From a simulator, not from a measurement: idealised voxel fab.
Process module in this document: voxel lift off
The width of the displayed cross-section, cut, is 235 nm; its cells are square, with a size of 5 nm.
Just so we're on the same page, the cross-sections are grids of square cells, and they're listed out in bands top to bottom, each band one or more rows deep. A band entry consists of two parts. The first gives the height of the band's top and the height of its bottom, in nm. The rest lists the band's materials from left to right, each with its width in nm. A single material labelled with the word "everywhere" fills the band from edge to edge, and the word "air" marks empty space. Heights from 0 (as-received wafer is one material below). Bottom band endless downward, as "top 0, no bottom". Think of "30->40" as a width that walks from the first number to the second as you go down the band, top row to bottom row, taking equal-sized steps from row to row. The designation "remains unaltered", where it is given for a processing step, indicates that no cell of the cross-section was altered in the course of that step. Enclosed voids (no open way to top), threshold 8 cells or more, entry "Entrapped voids", notation width x height at distance, distance from left edge, nm. If you see something after the settings on a step's line, that's the simulator's own remark about that step. "overlay nm" on a masked step: distance the mask lay right of its planned place, negative for left.
Set out below are the planned steps of the process:
1. RECEIVE (material Si)
2. CONFORMAL_DEP (material SiN; thk nm 10)
3. PATTERN (tone open; mask id LINES; material resist; width nm 25; pitch nm 40; thk nm 30; overlay nm 0)
4. DIRECTIONAL_DEP (material Ru; thk nm 15)
5. STRIP (etch materials resist)
6. CONFORMAL_DEP (material SiCN; thk nm 10)
The following pertains to the first of two wafers, which was processed as planned:
Incoming wafer, cross-sectional view, post step 1:
> top 0, no bottom: Si everywhere
> Entrapped voids: none
Take a look at the wafer's cross-section after step 2:
> top 10, bottom 0: SiN everywhere
> Nothing below the height 0 has changed.
Take a look at the wafer's cross-section after step 3:
> top 40, bottom 10: resist (85) | air (25) | resist (15) | air (25) | resist (85)
> Nothing below the height 10 has changed.
Take a look at the wafer's cross-section after step 4:
> top 55, bottom 40: Ru (85) | air (25) | Ru (15) | air (25) | Ru (85)
> top 40, bottom 25: resist (85) | air (25) | resist (15) | air (25) | resist (85)
> top 25, bottom 10: resist (85) | Ru (25) | resist (15) | Ru (25) | resist (85)
> Nothing below the height 10 has changed.
Take a look at the wafer's cross-section after step 5:
> top 25, bottom 10: air (85) | Ru (25) | air (15) | Ru (25) | air (85)
> Nothing below the height 10 has changed.
Take a look at the wafer's cross-section after step 6:
> top 35, bottom 25: air (75) | SiCN (85) | air (75)
> top 25, bottom 20: air (75) | SiCN (10) | Ru (25) | SiCN (15) | Ru (25) | SiCN (10) | air (75)
> top 20, bottom 10: SiCN (85) | Ru (25) | SiCN (15) | Ru (25) | SiCN (85)
> Nothing below the height 10 has changed.
Notes, second wafer: start = first wafer's, plan = first wafer's, execution had one mistake; history identical to first through step 5:
Look at the second wafer in cross-section at the time step 6 ought to have finished: remains unaltered
Diagnosis: plan step 6 skipped
Materials where the second wafer ends with more or fewer cells than the first: SiCN: 115 fewer
